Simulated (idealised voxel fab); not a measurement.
Herein follows the process module entitled voxel self aligned vias.
Section shown: cut. Width: 185 nm. Cell size: 5 nm, square.
Reading order for cross-sections: top band down to bottom band. Underlying form: a grid of square cells. Band size: one or more rows of cells.
This entry defines a band. It first specifies the height of the band's top and the height of its bottom in nm, and then specifies the band's materials from left to right, stating each material with its width in nm. The word "all across" identifies a single material that fills the band from edge to edge, while the word "blank" identifies empty space.
Heights from 0 (as-received wafer is one material below). Bottom band endless downward, as "0 down".
Per-row width for "30 to 40": begins at first number (top row of band), ends at second number (bottom row), increment between rows held constant.
It should be understood that the words "remained the same", when stated for a given step, signify that the cross-section underwent no change in any of its cells during that step.
Enclosed voids (no open way to top), threshold 8 cells or more, entry "Closed void inventory", notation width x height at distance, distance from left edge, nm.
On a step's line, text after the settings is the simulator commenting on that step.
A step line may carry the setting "overlay nm", which, for steps involving a mask, states the distance by which the mask lay to the right of its intended position; negative values denote displacement to the left.
If you're wondering how to read the rest of this, here's the deal. It's pairs of cross-sections: one from before a process step, one from after it. The after one is only drawn as far down as the lowest band that changed. Right under each pair you'll see which step sits between them and what its settings were. Don't read the pairs as one continuous story, though. They can come from different runs of this module on the same starting wafer, and a pair only carries on from the one above it where its entry headed "Before the process" says so.

Before the process:
    65 to 55 = aC all across
    55 to 40 = SiO2 all across
    40 to 30 = SiN all across
    30 to 20 = SiO2 45 | SiN 20 | SiO2 50 | SiN 20 | SiO2 50
    20 to 15 = SiO2 45 | TiN 20 | SiO2 50 | TiN 20 | SiO2 50
    15 to 10 = SiCN all across
    10 to 0 = SiO2 all across
    0 down = Si all across
    Closed void inventory: none

Resulting Structure:
    90 to 65 = resist 35 | blank 40 | resist 30 | blank 40 | resist 40
    Heights below 65 show no change.
    Closed void inventory: none
Between the two cross-sections you see above, the step is PATTERN | tone open | mask id VIAS | material resist | width nm 40 | pitch nm 70 | thk nm 25 | overlay nm 0

Before the process: Please consult the pair immediately above; the cross-section it shows after its step is the state before this step.

Resulting Structure:
    80 to 65 = resist 35 | blank 40 | resist 30 | blank 40 | resist 40
    65 to 55 = aC 35 | blank 40 | aC 30 | blank 40 | aC 40
    Heights below 55 show no change.
    Closed void inventory: none
Between the two cross-sections you see above, the step is DIRECTIONAL_ETCH | etch materials aC | depth nm 10

Before the process: Please consult the pair immediately above; the cross-section it shows after its step is the state before this step.

Resulting Structure:
    65 to 55 = aC 35 | blank 40 | aC 30 | blank 40 | aC 40
    Heights below 55 show no change.
    Closed void inventory: none
Between the two cross-sections you see above, the step is STRIP | etch materials resist

Before the process: Please consult the pair immediately above; the cross-section it shows after its step is the state before this step.

Resulting Structure:
    65 to 55 = aC 35 | blank 40 | aC 30 | blank 40 | aC 40
    55 to 40 = SiO2 35 | blank 40 | SiO2 30 | blank 40 | SiO2 40
    Heights below 40 show no change.
    Closed void inventory: none
Between the two cross-sections you see above, the step is DIRECTIONAL_ETCH | etch materials SiO2 | depth nm 15

Before the process: Please consult the pair immediately above; the cross-section it shows after its step is the state before this step.

Resulting Structure:
    65 to 55 = aC 35 | blank 40 | aC 30 | blank 40 | aC 40
    55 to 40 = SiO2 35 | blank 40 | SiO2 30 | blank 40 | SiO2 40
    40 to 30 = SiN 35 | blank 40 | SiN 30 | blank 40 | SiN 40
    Heights below 30 show no change.
    Closed void inventory: none
Between the two cross-sections you see above, the step is DIRECTIONAL_ETCH | etch materials SiN | depth nm 10

Before the process: Please consult the pair immediately above; the cross-section it shows after its step is the state before this step.

Resulting Structure:
    55 to 40 = SiO2 35 | blank 40 | SiO2 30 | blank 40 | SiO2 40
    Heights below 40 show no change.
    Closed void inventory: none
Between the two cross-sections you see above, the step is STRIP | etch materials aC

Before the process: Please consult the pair immediately above; the cross-section it shows after its step is the state before this step.

Resulting Structure:
    60 to 55 = TiN 40 | blank 30 | TiN 40 | blank 30 | TiN 45
    55 to 40 = SiO2 35 | TiN 5 | blank 30 | TiN 5 | SiO2 30 | TiN 5 | blank 30 | TiN 5 | SiO2 40
    40 to 35 = SiN 35 | TiN 5 | blank 30 | TiN 5 | SiN 30 | TiN 5 | blank 30 | TiN 5 | SiN 40
    35 to 30 = SiN 35 | TiN 40 | SiN 30 | TiN 40 | SiN 40
    Heights below 30 show no change.
    Closed void inventory: none
Between the two cross-sections you see above, the step is CONFORMAL_DEP | material TiN | thk nm 5

Before the process: Please consult the pair immediately above; the cross-section it shows after its step is the state before this step.

Resulting Structure:
    65 to 60 = Ru all across
    60 to 55 = TiN 40 | Ru 30 | TiN 40 | Ru 30 | TiN 45
    55 to 40 = SiO2 35 | TiN 5 | Ru 30 | TiN 5 | SiO2 30 | TiN 5 | Ru 30 | TiN 5 | SiO2 40
    40 to 35 = SiN 35 | TiN 5 | Ru 30 | TiN 5 | SiN 30 | TiN 5 | Ru 30 | TiN 5 | SiN 40
    Heights below 35 show no change.
    Closed void inventory: none
Between the two cross-sections you see above, the step is FILL_DEP | material Ru | thk nm 5

Before the process: Please consult the pair immediately above; the cross-section it shows after its step is the state before this step.

Resulting Structure:
    55 to 40 = SiO2 35 | TiN 5 | Ru 30 | TiN 5 | SiO2 30 | TiN 5 | Ru 30 | TiN 5 | SiO2 40
    Heights below 40 show no change.
    Closed void inventory: none
Between the two cross-sections you see above, the step is CMP | height nm 55

Before the process: Please consult the pair immediately above; the cross-section it shows after its step is the state before this step.

Resulting Structure:
    60 to 55 = SiN all across
    Heights below 55 show no change.
    Closed void inventory: none
Between the two cross-sections you see above, the step is CONFORMAL_DEP | material SiN | thk nm 5

Before the process:
    65 to 55 = aC all across
    55 to 40 = SiO2 all across
    40 to 30 = SiO2 45 | SiN 20 | SiO2 50 | SiN 20 | SiO2 50
    30 to 20 = SiO2 45 | TiN 5 | Ru 10 | TiN 5 | SiO2 50 | TiN 5 | Ru 10 | TiN 5 | SiO2 50
    20 to 15 = SiO2 45 | TiN 20 | SiO2 50 | TiN 20 | SiO2 50
    15 to 10 = SiCN all across
    10 to 0 = SiO2 all across
    0 down = Si all across
    Closed void inventory: none

Resulting Structure:
    90 to 65 = resist 40 | blank 35 | resist 35 | blank 35 | resist 40
    Heights below 65 show no change.
    Closed void inventory: none
Between the two cross-sections you see above, the step is PATTERN | tone open | mask id VIAS | material resist | width nm 35 | pitch nm 70 | thk nm 25 | overlay nm 0

Before the process: Please consult the pair immediately above; the cross-section it shows after its step is the state before this step.

Resulting Structure:
    80 to 65 = resist 40 | blank 35 | resist 35 | blank 35 | resist 40
    65 to 55 = aC 40 | blank 35 | aC 35 | blank 35 | aC 40
    Heights below 55 show no change.
    Closed void inventory: none
Between the two cross-sections you see above, the step is DIRECTIONAL_ETCH | etch materials aC | depth nm 10

Before the process: Please consult the pair immediately above; the cross-section it shows after its step is the state before this step.

Resulting Structure:
    65 to 55 = aC 40 | blank 35 | aC 35 | blank 35 | aC 40
    Heights below 55 show no change.
    Closed void inventory: none
Between the two cross-sections you see above, the step is STRIP | etch materials resist

Before the process: Please consult the pair immediately above; the cross-section it shows after its step is the state before this step.

Resulting Structure:
    65 to 55 = aC 40 | blank 35 | aC 35 | blank 35 | aC 40
    55 to 40 = SiO2 40 | blank 35 | SiO2 35 | blank 35 | SiO2 40
    Heights below 40 show no change.
    Closed void inventory: none
Between the two cross-sections you see above, the step is DIRECTIONAL_ETCH | etch materials SiO2 | depth nm 15

Before the process: Please consult the pair immediately above; the cross-section it shows after its step is the state before this step.

Resulting Structure:
    65 to 55 = aC 40 | blank 35 | aC 35 | blank 35 | aC 40
    55 to 40 = SiO2 40 | blank 35 | SiO2 35 | blank 35 | SiO2 40
    40 to 30 = SiO2 45 | blank 20 | SiO2 50 | blank 20 | SiO2 50
    Heights below 30 show no change.
    Closed void inventory: none
Between the two cross-sections you see above, the step is DIRECTIONAL_ETCH | etch materials SiN | depth nm 10

Before the process: Please consult the pair immediately above; the cross-section it shows after its step is the state before this step.

Resulting Structure:
    55 to 40 = SiO2 40 | blank 35 | SiO2 35 | blank 35 | SiO2 40
    Heights below 40 show no change.
    Closed void inventory: none
Between the two cross-sections you see above, the step is STRIP | etch materials aC

Before the process: Please consult the pair immediately above; the cross-section it shows after its step is the state before this step.

Resulting Structure:
    60 to 55 = TiN 45 | blank 25 | TiN 45 | blank 25 | TiN 45
    55 to 45 = SiO2 40 | TiN 5 | blank 25 | TiN 5 | SiO2 35 | TiN 5 | blank 25 | TiN 5 | SiO2 40
    45 to 35 = SiO2 40 to 45 | TiN 10 to 5 | blank 10 | TiN 15 to 5 | SiO2 35 to 50 | TiN 10 to 5 | blank 10 | TiN 15 to 5 | SiO2 40 to 50
    35 to 30 = SiO2 45 | TiN 20 | SiO2 50 | TiN 20 | SiO2 50
    Heights below 30 show no change.
    Closed void inventory: none
Between the two cross-sections you see above, the step is CONFORMAL_DEP | material TiN | thk nm 5

Before the process: Please consult the pair immediately above; the cross-section it shows after its step is the state before this step.

Resulting Structure:
    65 to 60 = Ru all across
    60 to 55 = TiN 45 | Ru 25 | TiN 45 | Ru 25 | TiN 45
    55 to 45 = SiO2 40 | TiN 5 | Ru 25 | TiN 5 | SiO2 35 | TiN 5 | Ru 25 | TiN 5 | SiO2 40
    45 to 35 = SiO2 40 to 45 | TiN 10 to 5 | Ru 10 | TiN 15 to 5 | SiO2 35 to 50 | TiN 10 to 5 | Ru 10 | TiN 15 to 5 | SiO2 40 to 50
    Heights below 35 show no change.
    Closed void inventory: none
Between the two cross-sections you see above, the step is FILL_DEP | material Ru | thk nm 5

Before the process: Please consult the pair immediately above; the cross-section it shows after its step is the state before this step.

Resulting Structure:
    55 to 45 = SiO2 40 | TiN 5 | Ru 25 | TiN 5 | SiO2 35 | TiN 5 | Ru 25 | TiN 5 | SiO2 40
    Heights below 45 show no change.
    Closed void inventory: none
Between the two cross-sections you see above, the step is CMP | height nm 55

Before the process: Please consult the pair immediately above; the cross-section it shows after its step is the state before this step.

Resulting Structure:
    60 to 55 = SiN all across
    Heights below 55 show no change.
    Closed void inventory: none
Between the two cross-sections you see above, the step is CONFORMAL_DEP | material SiN | thk nm 5

Before the process:
    40 to 15 = SiO2 all across
    15 to 10 = SiCN all across
    10 to 0 = SiO2 all across
    0 down = Si all across
    Closed void inventory: none

Resulting Structure:
    40 to 15 = SiO2 35 | blank 20 | SiO2 50 | blank 20 | SiO2 60
    Heights below 15 show no change.
    Closed void inventory: none
Between the two cross-sections you see above, the step is MASKED_ETCH | tone open | mask id LINES | width nm 20 | pitch nm 70 | etch materials SiO2 | depth nm 25 | overlay nm -10

Before the process: Please consult the pair immediately above; the cross-section it shows after its step is the state before this step.

Resulting Structure:
    45 to 40 = TiN 40 | blank 10 | TiN 60 | blank 10 | TiN 65
    40 to 20 = SiO2 35 | TiN 5 | blank 10 | TiN 5 | SiO2 50 | TiN 5 | blank 10 | TiN 5 | SiO2 60
    20 to 15 = SiO2 35 | TiN 20 | SiO2 50 | TiN 20 | SiO2 60
    Heights below 15 show no change.
    Closed void inventory: none
Between the two cross-sections you see above, the step is CONFORMAL_DEP | material TiN | thk nm 5

Before the process: Please consult the pair immediately above; the cross-section it shows after its step is the state before this step.

Resulting Structure:
    55 to 45 = Ru all across
    45 to 40 = TiN 40 | Ru 10 | TiN 60 | Ru 10 | TiN 65
    40 to 20 = SiO2 35 | TiN 5 | Ru 10 | TiN 5 | SiO2 50 | TiN 5 | Ru 10 | TiN 5 | SiO2 60
    Heights below 20 show no change.
    Closed void inventory: none
Between the two cross-sections you see above, the step is FILL_DEP | material Ru | thk nm 10

Before the process: Please consult the pair immediately above; the cross-section it shows after its step is the state before this step.

Resulting Structure:
    40 to 20 = SiO2 35 | TiN 5 | Ru 10 | TiN 5 | SiO2 50 | TiN 5 | Ru 10 | TiN 5 | SiO2 60
    Heights below 20 show no change.
    Closed void inventory: none
Between the two cross-sections you see above, the step is CMP | height nm 40

Before the process: Please consult the pair immediately above; the cross-section it shows after its step is the state before this step.

Resulting Structure:
    40 to 30 = SiO2 35 | blank 20 | SiO2 50 | blank 20 | SiO2 60
    Heights below 30 show no change.
    Closed void inventory: none
Between the two cross-sections you see above, the step is SELECTIVE_ETCH | etch materials W Ru TiN | depth nm 10

Before the process: Please consult the pair immediately above; the cross-section it shows after its step is the state before this step.

Resulting Structure:
    50 to 40 = SiN all across
    40 to 30 = SiO2 35 | SiN 20 | SiO2 50 | SiN 20 | SiO2 60
    Heights below 30 show no change.
    Closed void inventory: none
Between the two cross-sections you see above, the step is FILL_DEP | material SiN | thk nm 10

Before the process: Please consult the pair immediately above; the cross-section it shows after its step is the state before this step.

Resulting Structure:
    40 to 30 = SiO2 35 | SiN 20 | SiO2 50 | SiN 20 | SiO2 60
    Heights below 30 show no change.
    Closed void inventory: none
Between the two cross-sections you see above, the step is CMP | height nm 40

Before the process: Please consult the pair immediately above; the cross-section it shows after its step is the state before this step.

Resulting Structure:
    55 to 40 = SiO2 all across
    Heights below 40 show no change.
    Closed void inventory: none
Between the two cross-sections you see above, the step is DIRECTIONAL_DEP | material SiO2 | thk nm 15

Before the process: Please consult the pair immediately above; the cross-section it shows after its step is the state before this step.

Resulting Structure:
    65 to 55 = aC all across
    Heights below 55 show no change.
    Closed void inventory: none
Between the two cross-sections you see above, the step is DIRECTIONAL_DEP | material aC | thk nm 10

Before the process: Please consult the pair immediately above; the cross-section it shows after its step is the state before this step.

Resulting Structure:
    90 to 65 = resist 35 | blank 40 | resist 30 | blank 40 | resist 40
    Heights below 65 show no change.
    Closed void inventory: none
Between the two cross-sections you see above, the step is PATTERN | tone open | mask id VIAS | material resist | width nm 40 | pitch nm 70 | thk nm 25 | overlay nm 0

Before the process: Please consult the pair immediately above; the cross-section it shows after its step is the state before this step.

Resulting Structure:
    80 to 65 = resist 35 | blank 40 | resist 30 | blank 40 | resist 40
    65 to 55 = aC 35 | blank 40 | aC 30 | blank 40 | aC 40
    Heights below 55 show no change.
    Closed void inventory: none
Between the two cross-sections you see above, the step is DIRECTIONAL_ETCH | etch materials aC | depth nm 10

Before the process: Please consult the pair immediately above; the cross-section it shows after its step is the state before this step.

Resulting Structure:
    65 to 55 = aC 35 | blank 40 | aC 30 | blank 40 | aC 40
    Heights below 55 show no change.
    Closed void inventory: none
Between the two cross-sections you see above, the step is STRIP | etch materials resist

Before the process: Please consult the pair immediately above; the cross-section it shows after its step is the state before this step.

Resulting Structure:
    65 to 55 = aC 35 | blank 40 | aC 30 | blank 40 | aC 40
    55 to 40 = SiO2 35 | blank 40 | SiO2 30 | blank 40 | SiO2 40
    Heights below 40 show no change.
    Closed void inventory: none
Between the two cross-sections you see above, the step is DIRECTIONAL_ETCH | etch materials SiO2 | depth nm 15

Before the process: Please consult the pair immediately above; the cross-section it shows after its step is the state before this step.

Resulting Structure:
    65 to 55 = aC 35 | blank 40 | aC 30 | blank 40 | aC 40
    55 to 40 = SiO2 35 | blank 40 | SiO2 30 | blank 40 | SiO2 40
    40 to 30 = SiO2 35 | blank 20 | SiO2 50 | blank 20 | SiO2 60
    Heights below 30 show no change.
    Closed void inventory: none
Between the two cross-sections you see above, the step is DIRECTIONAL_ETCH | etch materials SiN | depth nm 10

Before the process: Please consult the pair immediately above; the cross-section it shows after its step is the state before this step.

Resulting Structure:
    55 to 40 = SiO2 35 | blank 40 | SiO2 30 | blank 40 | SiO2 40
    Heights below 40 show no change.
    Closed void inventory: none
Between the two cross-sections you see above, the step is STRIP | etch materials aC

Before the process: Please consult the pair immediately above; the cross-section it shows after its step is the state before this step.

Resulting Structure:
    60 to 55 = TiN 40 | blank 30 | TiN 40 | blank 30 | TiN 45
    55 to 45 = SiO2 35 | TiN 5 | blank 30 | TiN 5 | SiO2 30 | TiN 5 | blank 30 | TiN 5 | SiO2 40
    45 to 35 = SiO2 35 | TiN 5 | blank 10 | TiN 25 to 5 | SiO2 30 to 50 | TiN 5 | blank 10 | TiN 25 to 5 | SiO2 40 to 60
    35 to 30 = SiO2 35 | TiN 20 | SiO2 50 | TiN 20 | SiO2 60
    Heights below 30 show no change.
    Closed void inventory: none
Between the two cross-sections you see above, the step is CONFORMAL_DEP | material TiN | thk nm 5

Before the process: Please consult the pair immediately above; the cross-section it shows after its step is the state before this step.

Resulting Structure:
    65 to 60 = Ru all across
    60 to 55 = TiN 40 | Ru 30 | TiN 40 | Ru 30 | TiN 45
    55 to 45 = SiO2 35 | TiN 5 | Ru 30 | TiN 5 | SiO2 30 | TiN 5 | Ru 30 | TiN 5 | SiO2 40
    45 to 35 = SiO2 35 | TiN 5 | Ru 10 | TiN 25 to 5 | SiO2 30 to 50 | TiN 5 | Ru 10 | TiN 25 to 5 | SiO2 40 to 60
    Heights below 35 show no change.
    Closed void inventory: none
Between the two cross-sections you see above, the step is FILL_DEP | material Ru | thk nm 5

Before the process: Please consult the pair immediately above; the cross-section it shows after its step is the state before this step.

Resulting Structure:
    55 to 45 = SiO2 35 | TiN 5 | Ru 30 | TiN 5 | SiO2 30 | TiN 5 | Ru 30 | TiN 5 | SiO2 40
    Heights below 45 show no change.
    Closed void inventory: none
Between the two cross-sections you see above, the step is CMP | height nm 55

Before the process: Please consult the pair immediately above; the cross-section it shows after its step is the state before this step.

Resulting Structure:
    60 to 55 = SiN all across
    Heights below 55 show no change.
    Closed void inventory: none
Between the two cross-sections you see above, the step is CONFORMAL_DEP | material SiN | thk nm 5

Before the process:
    55 to 40 = SiO2 35 | blank 40 | SiO2 30 | blank 40 | SiO2 40
    40 to 30 = SiO2 45 | blank 20 | SiO2 50 | blank 20 | SiO2 50
    30 to 20 = SiO2 45 | TiN 5 | Ru 10 | TiN 5 | SiO2 50 | TiN 5 | Ru 10 | TiN 5 | SiO2 50
    20 to 15 = SiO2 45 | TiN 20 | SiO2 50 | TiN 20 | SiO2 50
    15 to 10 = SiCN all across
    10 to 0 = SiO2 all across
    0 down = Si all across
    Closed void inventory: none

Resulting Structure:
    60 to 55 = W 40 | blank 30 | W 40 | blank 30 | W 45
    55 to 45 = SiO2 35 | W 5 | blank 30 | W 5 | SiO2 30 | W 5 | blank 30 | W 5 | SiO2 40
    45 to 35 = SiO2 35 to 45 | W 15 to 5 | blank 10 | W 15 to 5 | SiO2 30 to 50 | W 15 to 5 | blank 10 | W 15 to 5 | SiO2 40 to 50
    35 to 30 = SiO2 45 | W 20 | SiO2 50 | W 20 | SiO2 50
    Heights below 30 show no change.
    Closed void inventory: none
Between the two cross-sections you see above, the step is CONFORMAL_DEP | material W | thk nm 5

Before the process: Please consult the pair immediately above; the cross-section it shows after its step is the state before this step.

Resulting Structure:
    65 to 60 = Ru all across
    60 to 55 = W 40 | Ru 30 | W 40 | Ru 30 | W 45
    55 to 45 = SiO2 35 | W 5 | Ru 30 | W 5 | SiO2 30 | W 5 | Ru 30 | W 5 | SiO2 40
    45 to 35 = SiO2 35 to 45 | W 15 to 5 | Ru 10 | W 15 to 5 | SiO2 30 to 50 | W 15 to 5 | Ru 10 | W 15 to 5 | SiO2 40 to 50
    Heights below 35 show no change.
    Closed void inventory: none
Between the two cross-sections you see above, the step is FILL_DEP | material Ru | thk nm 5

Before the process: Please consult the pair immediately above; the cross-section it shows after its step is the state before this step.

Resulting Structure:
    55 to 45 = SiO2 35 | W 5 | Ru 30 | W 5 | SiO2 30 | W 5 | Ru 30 | W 5 | SiO2 40
    Heights below 45 show no change.
    Closed void inventory: none
Between the two cross-sections you see above, the step is CMP | height nm 55

Before the process: Please consult the pair immediately above; the cross-section it shows after its step is the state before this step.

Resulting Structure:
    60 to 55 = SiN all across
    Heights below 55 show no change.
    Closed void inventory: none
Between the two cross-sections you see above, the step is CONFORMAL_DEP | material SiN | thk nm 5

Before the process:
    65 to 55 = aC all across
    55 to 40 = SiO2 all across
    40 to 30 = SiO2 45 | SiN 20 | SiO2 50 | SiN 20 | SiO2 50
    30 to 20 = SiO2 45 | TiN 5 | Ru 10 | TiN 5 | SiO2 50 | TiN 5 | Ru 10 | TiN 5 | SiO2 50
    20 to 15 = SiO2 45 | TiN 20 | SiO2 50 | TiN 20 | SiO2 50
    15 to 10 = SiCN all across
    10 to 0 = SiO2 all across
    0 down = Si all across
    Closed void inventory: none

Resulting Structure:
    90 to 65 = blank 35 | resist 40 | blank 30 | resist 40 | blank 40
    Heights below 65 show no change.
    Closed void inventory: none
Between the two cross-sections you see above, the step is PATTERN | tone cover | mask id VIAS | material resist | width nm 40 | pitch nm 70 | thk nm 25 | overlay nm 0

Before the process: Please consult the pair immediately above; the cross-section it shows after its step is the state before this step.

Resulting Structure:
    80 to 65 = blank 35 | resist 40 | blank 30 | resist 40 | blank 40
    65 to 55 = blank 35 | aC 40 | blank 30 | aC 40 | blank 40
    Heights below 55 show no change.
    Closed void inventory: none
Between the two cross-sections you see above, the step is DIRECTIONAL_ETCH | etch materials aC | depth nm 10

Before the process: Please consult the pair immediately above; the cross-section it shows after its step is the state before this step.

Resulting Structure:
    65 to 55 = blank 35 | aC 40 | blank 30 | aC 40 | blank 40
    Heights below 55 show no change.
    Closed void inventory: none
Between the two cross-sections you see above, the step is STRIP | etch materials resist

Before the process: Please consult the pair immediately above; the cross-section it shows after its step is the state before this step.

Resulting Structure:
    65 to 55 = blank 35 | aC 40 | blank 30 | aC 40 | blank 40
    55 to 40 = blank 35 | SiO2 40 | blank 30 | SiO2 40 | blank 40
    Heights below 40 show no change.
    Closed void inventory: none
Between the two cross-sections you see above, the step is DIRECTIONAL_ETCH | etch materials SiO2 | depth nm 15

Before the process: Please consult the pair immediately above; the cross-section it shows after its step is the state before this step.

Resulting Structure:
    55 to 40 = blank 35 | SiO2 40 | blank 30 | SiO2 40 | blank 40
    Heights below 40 show no change.
    Closed void inventory: none
Between the two cross-sections you see above, the step is STRIP | etch materials aC

Before the process: Please consult the pair immediately above; the cross-section it shows after its step is the state before this step.

Resulting Structure:
    60 to 55 = blank 30 | TiN 50 | blank 20 | TiN 50 | blank 35
    55 to 45 = blank 30 | TiN 5 | SiO2 40 | TiN 5 | blank 20 | TiN 5 | SiO2 40 | TiN 5 | blank 35
    45 to 40 = TiN 35 | SiO2 40 | TiN 30 | SiO2 40 | TiN 40
    Heights below 40 show no change.
    Closed void inventory: none
Between the two cross-sections you see above, the step is CONFORMAL_DEP | material TiN | thk nm 5

Before the process: Please consult the pair immediately above; the cross-section it shows after its step is the state before this step.

Resulting Structure:
    65 to 60 = Ru all across
    60 to 55 = Ru 30 | TiN 50 | Ru 20 | TiN 50 | Ru 35
    55 to 45 = Ru 30 | TiN 5 | SiO2 40 | TiN 5 | Ru 20 | TiN 5 | SiO2 40 | TiN 5 | Ru 35
    Heights below 45 show no change.
    Closed void inventory: none
Between the two cross-sections you see above, the step is FILL_DEP | material Ru | thk nm 5

Before the process: Please consult the pair immediately above; the cross-section it shows after its step is the state before this step.

Resulting Structure:
    55 to 45 = Ru 30 | TiN 5 | SiO2 40 | TiN 5 | Ru 20 | TiN 5 | SiO2 40 | TiN 5 | Ru 35
    Heights below 45 show no change.
    Closed void inventory: none
Between the two cross-sections you see above, the step is CMP | height nm 55

Before the process: Please consult the pair immediately above; the cross-section it shows after its step is the state before this step.

Resulting Structure:
    60 to 55 = SiN all across
    Heights below 55 show no change.
    Closed void inventory: none
Between the two cross-sections you see above, the step is CONFORMAL_DEP | material SiN | thk nm 5
